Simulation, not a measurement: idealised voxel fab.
Process module under the name voxel spacer lines
The cross-section shown here is cut; it is 270 nm wide and divided into square cells measuring 5 nm on a side.
Throughout this document, each cross-section is represented as a grid of square cells and is presented as a sequence of bands enumerated from the top downward, where a band comprises one or more rows of cells. Look at the band entry: it leads with the top's height and the bottom's height in nm. Then it lists the materials left to right, with a width in nm for each. The word "full width" on a single material says that material fills the band edge to edge. The word "empty" is empty space. The reference from which all heights are counted is 0, the level beneath which the as-received wafer is entirely one material; the lowest band, having no lower bound, proceeds downward and is written after the example "0 down". The notation "30..40" denotes a width that varies across the rows of cells in the band, beginning at the first number in the top row, finishing at the second number in the bottom row, and changing by an identical amount from each row to the next. Where a step carries "remained unchanged", the cross-section came out of it unchanged, cell for cell. The list in "Cavities, sealed" covers empty spaces of 8 cells or more that cannot reach the top through any open way, and it gives each as width x height at distance; the distance is from the left edge, and width, height and distance are in nm. On each step's line, the part that comes after the settings is the simulator's own comment on the step. "overlay nm" answers the question of how far to the right of plan the mask lay on a step that has a mask, and when it is negative the answer is to the left.
## So here's the lineup of process steps we planned
1: RECEIVE (material Si)
2: CONFORMAL_DEP (material Al2O3; thk nm 5)
3: DIRECTIONAL_DEP (material SiN; thk nm 15)
4: DIRECTIONAL_DEP (material aC; thk nm 20)
5: PATTERN (tone cover; mask id MANDREL; material resist; width nm 25; pitch nm 70; thk nm 25; overlay nm 0)
6: DIRECTIONAL_ETCH (etch materials aC; depth nm 20)
7: STRIP (etch materials resist)
8: CONFORMAL_DEP (material SiO2; thk nm 10)
9: DIRECTIONAL_ETCH (etch materials SiO2; depth nm 10)
10: STRIP (etch materials aC)
11: DIRECTIONAL_ETCH (etch materials SiN; depth nm 15)
12: STRIP (etch materials SiO2)
13: FILL_DEP (material SiO2; thk nm 10)
14: CMP (height nm 20)
## Delivered wafer in cross-section: state after step 1
    0 down: Si full width
    Cavities, sealed: none
## As-planned run: cross-section of the first of two wafers at end of module
    20 to 5: SiO2=40; SiN=10; SiO2=25; SiN=10; SiO2=25; SiN=10; SiO2=25; SiN=10; SiO2=25; SiN=10; SiO2=25; SiN=10; SiO2=45
    5 to 0: Al2O3 full width
    0 down: Si full width
    Cavities, sealed: none
## The second wafer, shown in cross-section after the module: started the same way as the first and given the same plan, yet one mistake crept into how it was run
    20 to 5: SiO2=50; SiN=10; SiO2=5; SiN=10; SiO2=45; SiN=10; SiO2=5; SiN=10; SiO2=45; SiN=10; SiO2=5; SiN=10; SiO2=55
    5 to 0: Al2O3 full width
    0 down: Si full width
    Cavities, sealed: none
Run error: not per plan at step 5, really ran PATTERN (tone open; mask id MANDREL; material resist; width nm 25; pitch nm 70; thk nm 25; overlay nm 0)
Comparing end states, the material composition by cell count is preserved from the first wafer to the second, while the locations of the cells are not.
